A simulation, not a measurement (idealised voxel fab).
process module | voxel transistor to metal
210 nm wide, 5 nm square cells: that's cross-section cut.
Cross-section spec: square-cell grid; bands listed top down; each band is one or more rows. Band: top height; bottom height; in nm. Then, left to right: material with width in nm, for each material. "edge to edge": a single material spanning edge to edge. "air": empty space. Zero point of the height axis is 0; under it, received wafer = one material. Lowest band: continues down indefinitely, "z 0 and below". It should be noted that a width expressed as "30->40" varies in equal increments from row to row of cells within the band, taking the value of the first number at the top row and that of the second number at the bottom row. You'll sometimes find "identical to before" written for a step, and that's the way of saying that nowhere in the cross-section did a cell change during that step. This entry, "Sealed cavities", enumerates those empty regions of no fewer than 8 cells that possess no open connection to the top. Each region is reported in the form width x height at distance, the distance being taken from the left edge, with all three quantities expressed in nm. If you see something after the settings on a step's line, that's the simulator's own remark about that step. overlay nm: step with mask; distance mask lay right of planned place; negative value = left of planned place.
### This section lists the process steps that were planned
step 1: RECEIVE with material Si
step 2: OXIDIZE with depth nm 5
step 3: CONFORMAL_DEP with material SiN, thk nm 10
step 4: PATTERN with tone cover, mask id ACTIVE, material resist, width nm 110, thk nm 20, overlay nm 0
step 5: DIRECTIONAL_ETCH with etch materials SiN, depth nm 10
step 6: DIRECTIONAL_ETCH with etch materials SiO2, depth nm 5
step 7: DIRECTIONAL_ETCH with etch materials Si, depth nm 30
step 8: STRIP with etch materials resist
step 9: OXIDIZE with depth nm 5
step 10: FILL_DEP with material SiO2, thk nm 10
step 11: CMP with height nm 10
step 12: SELECTIVE_ETCH with etch materials SiO2, depth nm 5
step 13: STRIP with etch materials SiN
step 14: SELECTIVE_ETCH with etch materials SiO2, depth nm 5
step 15: OXIDIZE with depth nm 5
step 16: DIRECTIONAL_DEP with material polySi, thk nm 20
step 17: DIRECTIONAL_DEP with material SiCN, thk nm 10
step 18: MASKED_ETCH with tone cover, mask id GATE, width nm 30, etch materials SiCN, depth nm 20, overlay nm 0
step 19: MASKED_ETCH with tone cover, mask id GATE, width nm 30, etch materials polySi, depth nm 30, overlay nm 0
step 20: CONFORMAL_DEP with material SiN, thk nm 5
step 21: DIRECTIONAL_ETCH with etch materials SiN, depth nm 5
step 22: DIRECTIONAL_ETCH with etch materials SiO2, depth nm 5
step 23: DIRECTIONAL_ETCH with etch materials Si, depth nm 15
step 24: EPI with material pSi, thk nm 20
step 25: FILL_DEP with material SiO2, thk nm 10
step 26: CMP with height nm 15
step 27: STRIP with etch materials polySi
step 28: SELECTIVE_ETCH with etch materials SiO2, depth nm 5
step 29: CONFORMAL_DEP with material HfO2, thk nm 5
step 30: CONFORMAL_DEP with material TiN, thk nm 5
step 31: FILL_DEP with material W, thk nm 10
step 32: CMP with height nm 10
step 33: DIRECTIONAL_DEP with material SiO2, thk nm 15
step 34: MASKED_ETCH with tone open, mask id CONTACT, width nm 15, pitch nm 75, etch materials SiO2, depth nm 30, overlay nm 0
step 35: CONFORMAL_DEP with material TiN, thk nm 5
step 36: FILL_DEP with material Ru, thk nm 5
step 37: CMP with height nm 25
step 38: DIRECTIONAL_DEP with material TiN, thk nm 5
step 39: DIRECTIONAL_DEP with material Ru, thk nm 20
step 40: DIRECTIONAL_DEP with material aC, thk nm 15
step 41: PATTERN with tone cover, mask id METAL_1, material resist, width nm 15, pitch nm 75, thk nm 35, overlay nm 0
step 42: DIRECTIONAL_ETCH with etch materials aC, depth nm 15
step 43: STRIP with etch materials resist
step 44: DIRECTIONAL_ETCH with etch materials Ru, depth nm 20
step 45: DIRECTIONAL_ETCH with etch materials TiN, depth nm 5
step 46: STRIP with etch materials aC
step 47: FILL_DEP with material lowk, thk nm 5
step 48: CMP with height nm 50
step 49: CONFORMAL_DEP with material SiN, thk nm 5
### Cross-section: wafer on arrival = after step 1
    z 0 and below  Si edge to edge
    Sealed cavities: none
### The following cross-section depicts the wafer upon conclusion of the module. Processing commenced from the starting condition illustrated above and adhered to the plan illustrated above, save for one mistake in execution
    z 55 to 50  SiN edge to edge
    z 50 to 30  lowk: 60; Ru: 15; lowk: 60; Ru: 15; lowk: 60
    z 30 to 25  lowk: 60; TiN: 15; lowk: 60; TiN: 15; lowk: 60
    z 25 to 20  W: 75; TiN: 25; W: 10; TiN: 25; W: 75
    z 20 to 15  TiN: 80; HfO2: 15; TiN: 5; W: 10; TiN: 5; HfO2: 15; TiN: 80
    z 15 to 10  HfO2: 85; SiN: 5; HfO2: 5; TiN: 5; W: 10; TiN: 5; HfO2: 5; SiN: 5; HfO2: 85
    z 10 to 0  SiO2: 65; pSi: 20; SiN: 5; HfO2: 5; TiN: 5; W: 10; TiN: 5; HfO2: 5; SiN: 5; pSi: 20; SiO2: 65
    z 0 to -5  SiO2: 45; SiN: 5; SiO2: 15; pSi: 20; SiN: 5; HfO2: 5; TiN: 20; HfO2: 5; SiN: 5; pSi: 20; SiO2: 15; SiN: 5; SiO2: 45
    z -5 to -10  SiO2: 50; pSi: 35; HfO2: 40; pSi: 35; SiO2: 50
    z -10 to -25  SiO2: 55; pSi: 30; Si: 40; pSi: 30; SiO2: 55
    z -25 to -40  SiO2: 55; Si: 100; SiO2: 55
    z -40 and below  Si edge to edge
    Sealed cavities: none
It is concluded that the wafer was processed incorrectly with respect to the plan, in that step 32 of the plan: omitted, not performed
